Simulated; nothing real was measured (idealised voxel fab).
Module name: voxel self aligned contacts (process module)
We display cut, a cross-section 160 nm in width whose square cells are each 5 nm.
Cross-section spec: square-cell grid; bands listed top down; each band is one or more rows. The entry gives the band's vertical extent as a top height and a bottom height in nm, then its horizontal make-up as materials from left to right, each with a width in nm. "air" stands for empty space; a single material marked "everywhere" fills the band edge to edge. Convention: height 0 is the level below which the wafer, as received, is all one material. The lowest band does not terminate at the bottom but continues downward, represented as "from 0 down". Per-row width for "30->40": begins at first number (top row of band), ends at second number (bottom row), increment between rows held constant. Where the words "nothing different" appear for a step, the cross-section shows no cell changed by that step; every cell remained as before. The entry titled "Closed-off voids" provides the empty spaces that have no open way to the top, restricted to those of 8 cells or more. Each is presented as width x height at distance, the distance being measured from the left edge, with all three in nm. Whatever follows a step's settings on its line is a remark the simulator itself makes about that step. You can add "overlay nm" to a step's line. For a step with a mask, it describes how far the mask lay to the right of its planned position, and a negative number describes a lay to the left.

[List of planned process steps]
1,RECEIVE with material Si
2,OXIDIZE with depth nm 5
3,DIRECTIONAL_DEP with material polySi, thk nm 25
4,DIRECTIONAL_DEP with material SiN, thk nm 20
5,DIRECTIONAL_DEP with material aC, thk nm 10
6,PATTERN with tone cover, mask id GATE, material resist, width nm 30, pitch nm 75, thk nm 25, overlay nm 0
7,DIRECTIONAL_ETCH with etch materials aC, depth nm 10
8,STRIP with etch materials resist
9,DIRECTIONAL_ETCH with etch materials SiN, depth nm 20
10,DIRECTIONAL_ETCH with etch materials polySi, depth nm 25
11,STRIP with etch materials aC
12,CONFORMAL_DEP with material SiN, thk nm 10
13,DIRECTIONAL_ETCH with etch materials SiN, depth nm 10
14,FILL_DEP with material SiO2, thk nm 15
15,CMP with height nm 50
16,DIRECTIONAL_DEP with material aC, thk nm 15
17,PATTERN with tone open, mask id CONTACT, material resist, width nm 55, thk nm 35, overlay nm 0
18,DIRECTIONAL_ETCH with etch materials aC, depth nm 15
19,STRIP with etch materials resist
20,DIRECTIONAL_ETCH with etch materials SiO2, depth nm 55
21,STRIP with etch materials aC
22,CONFORMAL_DEP with material TiN, thk nm 5
23,FILL_DEP with material Ru, thk nm 10
24,CMP with height nm 50
25,CONFORMAL_DEP with material SiCN, thk nm 5

[First of two wafers: run as planned]

[Cross-section of the wafer at receipt, which is the condition after step 1]
    from 0 down | Si everywhere
    Closed-off voids: none

[Upon completion of step 2, the wafer appears in cross-section as shown]
    from 0 to -5 | SiO2 everywhere
    Under -5: no change, same as before.

[Upon completion of step 3, the wafer appears in cross-section as shown]
    from 25 to 0 | polySi everywhere
    Under 0: no change, same as before.

[Upon completion of step 4, the wafer appears in cross-section as shown]
    from 45 to 25 | SiN everywhere
    Under 25: no change, same as before.

[Upon completion of step 5, the wafer appears in cross-section as shown]
    from 55 to 45 | aC everywhere
    Under 45: no change, same as before.

[Upon completion of step 6, the wafer appears in cross-section as shown]
    from 80 to 55 | 25 air  30 resist  45 air  30 resist  30 air
    Under 55: no change, same as before.

[Upon completion of step 7, the wafer appears in cross-section as shown]
    from 70 to 55 | 25 air  30 resist  45 air  30 resist  30 air
    from 55 to 45 | 25 air  30 aC  45 air  30 aC  30 air
    Under 45: no change, same as before.

[Upon completion of step 8, the wafer appears in cross-section as shown]
    from 55 to 45 | 25 air  30 aC  45 air  30 aC  30 air
    Under 45: no change, same as before.

[Upon completion of step 9, the wafer appears in cross-section as shown]
    from 55 to 45 | 25 air  30 aC  45 air  30 aC  30 air
    from 45 to 25 | 25 air  30 SiN  45 air  30 SiN  30 air
    Under 25: no change, same as before.

[Upon completion of step 10, the wafer appears in cross-section as shown]
    from 55 to 45 | 25 air  30 aC  45 air  30 aC  30 air
    from 45 to 25 | 25 air  30 SiN  45 air  30 SiN  30 air
    from 25 to 0 | 25 air  30 polySi  45 air  30 polySi  30 air
    Under 0: no change, same as before.

[Upon completion of step 11, the wafer appears in cross-section as shown]
    from 45 to 25 | 25 air  30 SiN  45 air  30 SiN  30 air
    Under 25: no change, same as before.

[Upon completion of step 12, the wafer appears in cross-section as shown]
    from 55 to 25 | 15 air  50 SiN  25 air  50 SiN  20 air
    from 25 to 10 | 15 air  10 SiN  30 polySi  10 SiN  25 air  10 SiN  30 polySi  10 SiN  20 air
    from 10 to 0 | 25 SiN  30 polySi  45 SiN  30 polySi  30 SiN
    Under 0: no change, same as before.

[Upon completion of step 13, the wafer appears in cross-section as shown]
    from 45 to 25 | 15 air  50 SiN  25 air  50 SiN  20 air
    from 25 to 0 | 15 air  10 SiN  30 polySi  10 SiN  25 air  10 SiN  30 polySi  10 SiN  20 air
    Under 0: no change, same as before.

[Upon completion of step 14, the wafer appears in cross-section as shown]
    from 60 to 45 | SiO2 everywhere
    from 45 to 25 | 15 SiO2  50 SiN  25 SiO2  50 SiN  20 SiO2
    from 25 to 0 | 15 SiO2  10 SiN  30 polySi  10 SiN  25 SiO2  10 SiN  30 polySi  10 SiN  20 SiO2
    Under 0: no change, same as before.

[Upon completion of step 15, the wafer appears in cross-section as shown]
    from 50 to 45 | SiO2 everywhere
    Under 45: no change, same as before.

[Upon completion of step 16, the wafer appears in cross-section as shown]
    from 65 to 50 | aC everywhere
    Under 50: no change, same as before.

[Upon completion of step 17, the wafer appears in cross-section as shown]
    from 100 to 65 | 50 resist  55 air  55 resist
    Under 65: no change, same as before.

[Upon completion of step 18, the wafer appears in cross-section as shown]
    from 85 to 65 | 50 resist  55 air  55 resist
    from 65 to 50 | 50 aC  55 air  55 aC
    Under 50: no change, same as before.

[Upon completion of step 19, the wafer appears in cross-section as shown]
    from 65 to 50 | 50 aC  55 air  55 aC
    Under 50: no change, same as before.

[Upon completion of step 20, the wafer appears in cross-section as shown]
    from 65 to 50 | 50 aC  55 air  55 aC
    from 50 to 45 | 50 SiO2  55 air  55 SiO2
    from 45 to 25 | 15 SiO2  50 SiN  25 air  50 SiN  20 SiO2
    from 25 to 0 | 15 SiO2  10 SiN  30 polySi  10 SiN  25 air  10 SiN  30 polySi  10 SiN  20 SiO2
    from 0 to -5 | 65 SiO2  25 air  70 SiO2
    Under -5: no change, same as before.

[Upon completion of step 21, the wafer appears in cross-section as shown]
    from 50 to 45 | 50 SiO2  55 air  55 SiO2
    Under 45: no change, same as before.

[Upon completion of step 22, the wafer appears in cross-section as shown]
    from 55 to 50 | 55 TiN  45 air  60 TiN
    from 50 to 45 | 50 SiO2  20 TiN  15 air  20 TiN  55 SiO2
    from 45 to 25 | 15 SiO2  50 SiN  5 TiN  15 air  5 TiN  50 SiN  20 SiO2
    from 25 to 0 | 15 SiO2  10 SiN  30 polySi  10 SiN  5 TiN  15 air  5 TiN  10 SiN  30 polySi  10 SiN  20 SiO2
    from 0 to -5 | 65 SiO2  25 TiN  70 SiO2
    Under -5: no change, same as before.

[Upon completion of step 23, the wafer appears in cross-section as shown]
    from 65 to 55 | Ru everywhere
    from 55 to 50 | 55 TiN  45 Ru  60 TiN
    from 50 to 45 | 50 SiO2  20 TiN  15 Ru  20 TiN  55 SiO2
    from 45 to 25 | 15 SiO2  50 SiN  5 TiN  15 Ru  5 TiN  50 SiN  20 SiO2
    from 25 to 0 | 15 SiO2  10 SiN  30 polySi  10 SiN  5 TiN  15 Ru  5 TiN  10 SiN  30 polySi  10 SiN  20 SiO2
    Under 0: no change, same as before.

[Upon completion of step 24, the wafer appears in cross-section as shown]
    from 50 to 45 | 50 SiO2  20 TiN  15 Ru  20 TiN  55 SiO2
    Under 45: no change, same as before.

[Upon completion of step 25, the wafer appears in cross-section as shown]
    from 55 to 50 | SiCN everywhere
    Under 50: no change, same as before.

[Second of two: same start, same plan, one run error; steps up to and including 11 match the first]

Second wafer cross-section, taken as of the time the plan sets for step 12 to be done: nothing different

[Second wafer cross-section, taken as of the time the plan sets for step 13 to be done]
    from 35 to 25 | 25 air  30 SiN  45 air  30 SiN  30 air
    Under 25: no change, same as before.

[Second wafer cross-section, taken as of the time the plan sets for step 14 to be done]
    from 50 to 35 | SiO2 everywhere
    from 35 to 25 | 25 SiO2  30 SiN  45 SiO2  30 SiN  30 SiO2
    from 25 to 0 | 25 SiO2  30 polySi  45 SiO2  30 polySi  30 SiO2
    Under 0: no change, same as before.

Second wafer cross-section, taken as of the time the plan sets for step 15 to be done: nothing different

[Second wafer cross-section, taken as of the time the plan sets for step 16 to be done]
    from 65 to 50 | aC everywhere
    Under 50: no change, same as before.

[Second wafer cross-section, taken as of the time the plan sets for step 17 to be done]
    from 100 to 65 | 50 resist  55 air  55 resist
    Under 65: no change, same as before.

[Second wafer cross-section, taken as of the time the plan sets for step 18 to be done]
    from 85 to 65 | 50 resist  55 air  55 resist
    from 65 to 50 | 50 aC  55 air  55 aC
    Under 50: no change, same as before.

[Second wafer cross-section, taken as of the time the plan sets for step 19 to be done]
    from 65 to 50 | 50 aC  55 air  55 aC
    Under 50: no change, same as before.

[Second wafer cross-section, taken as of the time the plan sets for step 20 to be done]
    from 65 to 50 | 50 aC  55 air  55 aC
    from 50 to 35 | 50 SiO2  55 air  55 SiO2
    from 35 to 25 | 25 SiO2  30 SiN  45 air  30 SiN  30 SiO2
    from 25 to 0 | 25 SiO2  30 polySi  45 air  30 polySi  30 SiO2
    from 0 to -5 | 55 SiO2  45 air  60 SiO2
    Under -5: no change, same as before.

[Second wafer cross-section, taken as of the time the plan sets for step 21 to be done]
    from 50 to 35 | 50 SiO2  55 air  55 SiO2
    Under 35: no change, same as before.

[Second wafer cross-section, taken as of the time the plan sets for step 22 to be done]
    from 55 to 50 | 55 TiN  45 air  60 TiN
    from 50 to 40 | 50 SiO2  5 TiN  45 air  5 TiN  55 SiO2
    from 40 to 35 | 50 SiO2  10 TiN  35 air  10 TiN  55 SiO2
    from 35 to 25 | 25 SiO2  30 SiN  5 TiN  35 air  5 TiN  30 SiN  30 SiO2
    from 25 to 0 | 25 SiO2  30 polySi  5 TiN  35 air  5 TiN  30 polySi  30 SiO2
    from 0 to -5 | 55 SiO2  45 TiN  60 SiO2
    Under -5: no change, same as before.

[Second wafer cross-section, taken as of the time the plan sets for step 23 to be done]
    from 65 to 55 | Ru everywhere
    from 55 to 50 | 55 TiN  45 Ru  60 TiN
    from 50 to 40 | 50 SiO2  5 TiN  45 Ru  5 TiN  55 SiO2
    from 40 to 35 | 50 SiO2  10 TiN  35 Ru  10 TiN  55 SiO2
    from 35 to 25 | 25 SiO2  30 SiN  5 TiN  35 Ru  5 TiN  30 SiN  30 SiO2
    from 25 to 0 | 25 SiO2  30 polySi  5 TiN  35 Ru  5 TiN  30 polySi  30 SiO2
    Under 0: no change, same as before.

[Second wafer cross-section, taken as of the time the plan sets for step 24 to be done]
    from 50 to 40 | 50 SiO2  5 TiN  45 Ru  5 TiN  55 SiO2
    Under 40: no change, same as before.

[Second wafer cross-section, taken as of the time the plan sets for step 25 to be done]
    from 55 to 50 | SiCN everywhere
    Under 50: no change, same as before.
The mistake made against the process plan was this: with respect to the plan, step 12 was omitted and not executed
Wrapping up, a cell-based count of both wafers puts the second over or under the first for these materials: Ru: 44 more | SiN: 96 fewer | SiO2: 52 more
